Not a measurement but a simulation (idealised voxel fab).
process module | voxel gate over fins
cross-section cut | 180 nm wide | cells 5 nm
A cross-section is a grid of square cells, given in bands from the top down. A band is one or more rows of cells.
Each band's line starts with the height of the band's top and of its bottom, in nm. Then come its materials from left to right, each with its width in nm. One material with "throughout" fills the band from edge to edge. "air" is empty space.
Height 0 is the level under which the wafer as received is all one material. The lowest band goes on downwards, as in "0 down".
A width such as "30 to 40" changes by the same amount from each row of cells to the next, from the band's top row to its bottom row.
"no change" after a step means that no cell of the cross-section changed.
closed voids: empty space of 8 cells or more with no open way to the top, each as width x height at its distance from the left edge, in nm
after a step's settings: what the simulator itself notes on the step
overlay nm, on a step with a mask: how far to the right of its planned place the mask lay; to the left if negative
plan
1 op RECEIVE | material Si
2 op CONFORMAL_DEP | material SiN | thk nm 10
3 op PATTERN | tone cover | mask id FINS | material resist | width nm 15 | pitch nm 35 | thk nm 20 | overlay nm 0
4 op DIRECTIONAL_ETCH | etch materials SiN | depth nm 10
5 op DIRECTIONAL_ETCH | etch materials Si | depth nm 35
6 op STRIP | etch materials resist
7 op OXIDIZE | depth nm 5
8 op FILL_DEP | material SiO2 | thk nm 5
9 op CMP | height nm 10
10 op SELECTIVE_ETCH | etch materials SiO2 | depth nm 25
11 op STRIP | etch materials SiN
12 op CONFORMAL_DEP | material HfO2 | thk nm 5
13 op CONFORMAL_DEP | material TiN | thk nm 5
14 op FILL_DEP | material W | thk nm 10
15 op CMP | height nm 15
16 op CONFORMAL_DEP | material SiN | thk nm 5
as received, after step 1
  0 down: Si throughout
  closed voids: none
a wafer at the end: this start, this plan, one mistake
  20 to 15: SiN throughout
  15 to 5: W throughout
  5 to 0: W 30 | TiN 15 | W 20 | TiN 15 | W 20 | TiN 15 | W 20 | TiN 15 | W 30
  0 to -10: W 30 | TiN 5 | Si 5 | TiN 5 | W 20 | TiN 5 | Si 5 | TiN 5 | W 20 | TiN 5 | Si 5 | TiN 5 | W 20 | TiN 5 | Si 5 | TiN 5 | W 30
  -10 to -15: TiN 35 | Si 5 | TiN 30 | Si 5 | TiN 30 | Si 5 | TiN 30 | Si 5 | TiN 35
  -15 to -40: SiO2 35 | Si 5 | SiO2 30 | Si 5 | SiO2 30 | Si 5 | SiO2 30 | Si 5 | SiO2 35
  -40 down: Si throughout
  closed voids: none
what went wrong: step 12 was left out
